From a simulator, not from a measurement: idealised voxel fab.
This section sets out a process module, namely voxel capacitor over wiring.
Section shown: cut. Width: 160 nm. Cell size: 5 nm, square.
Reading order for cross-sections: top band down to bottom band. Underlying form: a grid of square cells. Band size: one or more rows of cells.
Top, bottom (nm), then materials left to right with widths (nm); lone material tagged "edge to edge" fills the whole band edge to edge; "air" = empty space.
Ref level 0: as-received wafer is one material below here. Bottom band extends down with no lower bound ("0 nm and below").
The width entry "30->40" should be interpreted row by row: the top row of cells in the band takes the first number, the bottom row takes the second number, and the change between adjacent rows is uniform throughout.
The cross-section has no changed cell in any step marked "no modifications".
Look at "Voids lacking openings" for the closed voids: empty spaces with no open path to the top, sized 8 cells or up. Each is width x height at distance, distance from the left edge, all nm.
Step line, after settings: the simulator's comment on this step.
The setting "overlay nm" may be written on the line of a step. When the step uses a mask, the value reports how far to the right of the planned place the mask lay, and a negative value reports that it lay to the left.
plan
1: op RECEIVE | material Si
2: op CONFORMAL_DEP | material SiO2 | thk nm 15
3: op DIRECTIONAL_DEP | material TiN | thk nm 5
4: op DIRECTIONAL_DEP | material W | thk nm 25
5: op DIRECTIONAL_DEP | material aC | thk nm 10
6: op PATTERN | tone cover | mask id METAL_1 | material resist | width nm 20 | pitch nm 70 | thk nm 25 | overlay nm 0
7: op DIRECTIONAL_ETCH | etch materials aC | depth nm 10
8: op STRIP | etch materials resist
9: op DIRECTIONAL_ETCH | etch materials W | depth nm 25
10: op DIRECTIONAL_ETCH | etch materials TiN | depth nm 5
11: op STRIP | etch materials aC
12: op FILL_DEP | material SiO2 | thk nm 5
13: op CMP | height nm 45
14: op CONFORMAL_DEP | material SiCN | thk nm 5
15: op DIRECTIONAL_DEP | material lowk | thk nm 10
16: op MASKED_ETCH | tone open | mask id PLUG_1 | width nm 15 | etch materials lowk | depth nm 10 | overlay nm 0
17: op MASKED_ETCH | tone open | mask id PLUG_1 | width nm 15 | etch materials SiCN | depth nm 5 | overlay nm 0
18: op EPI | material Ru | thk nm 10
19: op EPI | material Ru | thk nm 5
20: op DIRECTIONAL_DEP | material TiN | thk nm 10
21: op DIRECTIONAL_DEP | material SiN | thk nm 5
22: op DIRECTIONAL_DEP | material TiN | thk nm 10
23: op DIRECTIONAL_DEP | material aC | thk nm 10
24: op PATTERN | tone cover | mask id UPPER_PLATE | material resist | width nm 55 | thk nm 30 | overlay nm 0
25: op DIRECTIONAL_ETCH | etch materials aC | depth nm 10
26: op STRIP | etch materials resist
27: op DIRECTIONAL_ETCH | etch materials TiN | depth nm 10
28: op DIRECTIONAL_ETCH | etch materials SiN | depth nm 5
29: op STRIP | etch materials aC
30: op PATTERN | tone cover | mask id LOWER_PLATE | material resist | width nm 65 | thk nm 20 | overlay nm 0
31: op DIRECTIONAL_ETCH | etch materials TiN | depth nm 10
32: op STRIP | etch materials resist
33: op FILL_DEP | material SiO2 | thk nm 15
34: op CMP | height nm 95
35: op PATTERN | tone open | mask id PLUG_2 | material resist | width nm 15 | thk nm 15 | overlay nm 0
36: op DIRECTIONAL_ETCH | etch materials SiO2 | depth nm 10
37: op STRIP | etch materials resist
38: op CONFORMAL_DEP | material TiN | thk nm 5
39: op FILL_DEP | material W | thk nm 10
40: op CMP | height nm 95
41: op CONFORMAL_DEP | material SiCN | thk nm 5
The wafers in this document start out alike and differ in the thk nm applied at step 3; the plan shows the value used for the first wafer.
Received condition of the first of several wafers, sectioned: post-step 1
  0 nm and below: Si edge to edge
  Voids lacking openings: none
Post step 41, the closing step of the module: first of several wafers, cross-sectioned
  100 nm to 95 nm: SiCN edge to edge
  95 nm to 90 nm: 50 SiO2 / 5 TiN / 5 W / 5 TiN / 95 SiO2
  90 nm to 85 nm: 50 SiO2 / 15 TiN / 95 SiO2
  85 nm to 75 nm: 40 SiO2 / 55 TiN / 65 SiO2
  75 nm to 70 nm: 40 SiO2 / 55 SiN / 65 SiO2
  70 nm to 60 nm: 35 SiO2 / 65 TiN / 60 SiO2
  60 nm to 50 nm: 40 lowk / 15 Ru / 105 lowk
  50 nm to 45 nm: 40 SiCN / 15 Ru / 105 SiCN
  45 nm to 20 nm: 35 SiO2 / 20 W / 50 SiO2 / 20 W / 35 SiO2
  20 nm to 15 nm: 35 SiO2 / 20 TiN / 50 SiO2 / 20 TiN / 35 SiO2
  15 nm to 0 nm: SiO2 edge to edge
  0 nm and below: Si edge to edge
  Voids lacking openings: none
Final wafer of several, shown in cross-section at the end of the module
  100 nm to 95 nm: SiCN edge to edge
  95 nm to 90 nm: 50 SiO2 / 5 TiN / 5 W / 5 TiN / 95 SiO2
  90 nm to 85 nm: 50 SiO2 / 15 TiN / 95 SiO2
  85 nm to 75 nm: 40 SiO2 / 55 TiN / 65 SiO2
  75 nm to 70 nm: 40 SiO2 / 55 SiN / 65 SiO2
  70 nm to 60 nm: 35 SiO2 / 65 TiN / 60 SiO2
  60 nm to 50 nm: 40 lowk / 15 Ru / 105 lowk
  50 nm to 45 nm: 40 SiCN / 15 Ru / 105 SiCN
  45 nm to 35 nm: 35 SiO2 / 20 W / 50 SiO2 / 20 W / 35 SiO2
  35 nm to 30 nm: 35 SiO2 / 20 TiN / 50 SiO2 / 20 TiN / 35 SiO2
  30 nm to 15 nm: TiN edge to edge
  15 nm to 0 nm: SiO2 edge to edge
  0 nm and below: Si edge to edge
  Voids lacking openings: none
Table: wafers, a row each; end-of-module cell change per material since receipt, gain (+), loss (-); then closed voids
thk nm 5; +9 Ru; +61 SiCN; +11 SiN; +399 SiO2; +61 TiN; +41 W; +58 lowk; Voids lacking openings: none
thk nm 10; +9 Ru; +61 SiCN; +11 SiN; +375 SiO2; +93 TiN; +33 W; +58 lowk; Voids lacking openings: none
thk nm 15; +9 Ru; +61 SiCN; +11 SiN; +351 SiO2; +125 TiN; +25 W; +58 lowk; Voids lacking openings: none
thk nm 20; +9 Ru; +61 SiCN; +11 SiN; +327 SiO2; +157 TiN; +17 W; +58 lowk; Voids lacking openings: none
